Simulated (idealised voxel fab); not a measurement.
Process module, titled voxel ribs on slabs
Cross-sectional view cut (width: 265 nm; square cell size: 5 nm).
Cross-section spec: square-cell grid; bands listed top down; each band is one or more rows.
Quick guide to a band line: top height, bottom height (nm) up front; then every material left to right with its width in nm. Only one material and it's marked "throughout"? Then it fills the band edge to edge. And "air" just means empty space.
Where do heights start? At 0: under that level the wafer as delivered is made of one material only. And the lowest band has no floor; it just carries on downward, as in "0 nm and below".
Note: "30 to 40" means the width goes from the first number (top row of the band) to the second number (bottom row) in equal steps per row of cells.
"no change" (step): cross-section cells unchanged, all of them.
"Enclosed void list" lists enclosed empty spaces (at least 8 cells, no open path upward to the top), each as width x height at distance from the left edge, in nm.
Whatever follows a step's settings on its line is a remark the simulator itself makes about that step.
overlay nm: right-of-plan distance of the mask on a masked step; negative values mean left-of-plan.
**Planned step list for the process**
1: RECEIVE [material Si]
2: DIRECTIONAL_DEP [material SiO2] [thk nm 25]
3: DIRECTIONAL_DEP [material polySi] [thk nm 15]
4: DIRECTIONAL_DEP [material aC] [thk nm 15]
5: PATTERN [tone cover] [mask id RIB] [material resist] [width nm 20] [thk nm 30] [overlay nm 0]
6: DIRECTIONAL_ETCH [etch materials aC] [depth nm 15]
7: STRIP [etch materials resist]
8: DIRECTIONAL_ETCH [etch materials polySi] [depth nm 5]
9: STRIP [etch materials aC]
10: DIRECTIONAL_DEP [material aC] [thk nm 10]
11: PATTERN [tone cover] [mask id SLAB] [material resist] [width nm 50] [thk nm 25] [overlay nm 0]
12: DIRECTIONAL_ETCH [etch materials aC] [depth nm 10]
13: STRIP [etch materials resist]
14: DIRECTIONAL_ETCH [etch materials polySi] [depth nm 10]
15: STRIP [etch materials aC]
16: FILL_DEP [material SiO2] [thk nm 30]
17: CMP [height nm 60]
18: DIRECTIONAL_DEP [material W] [thk nm 10]
19: MASKED_ETCH [tone cover] [mask id HEATER] [width nm 30] [etch materials W] [depth nm 10] [overlay nm 0]
20: CONFORMAL_DEP [material SiO2] [thk nm 10]
**as received, after step 1**
- 0 nm and below  Si throughout
- Enclosed void list: none
**Here's the cross-section of the first of our two wafers at the end of the module - it ran as planned**
- 80 nm to 70 nm  air (105), SiO2 (50), air (110)
- 70 nm to 60 nm  SiO2 (115), W (30), SiO2 (120)
- 60 nm to 40 nm  SiO2 throughout
- 40 nm to 35 nm  SiO2 (120), polySi (20), SiO2 (125)
- 35 nm to 25 nm  SiO2 (105), polySi (50), SiO2 (110)
- 25 nm to 0 nm  SiO2 throughout
- 0 nm and below  Si throughout
- Enclosed void list: none
**Cross-sectional view: second of two wafers, end of module; start and plan identical to the first, one mistake in running**
- 70 nm to 60 nm  air (115), W (30), air (120)
- 60 nm to 40 nm  SiO2 throughout
- 40 nm to 35 nm  SiO2 (120), polySi (20), SiO2 (125)
- 35 nm to 25 nm  SiO2 (105), polySi (50), SiO2 (110)
- 25 nm to 0 nm  SiO2 throughout
- 0 nm and below  Si throughout
- Enclosed void list: none
What went wrong in running the wafer? skipped: plan step 20 (never run)
The closing comparison, in cells, has the second wafer with more or fewer of some materials than the first: SiO2 -114
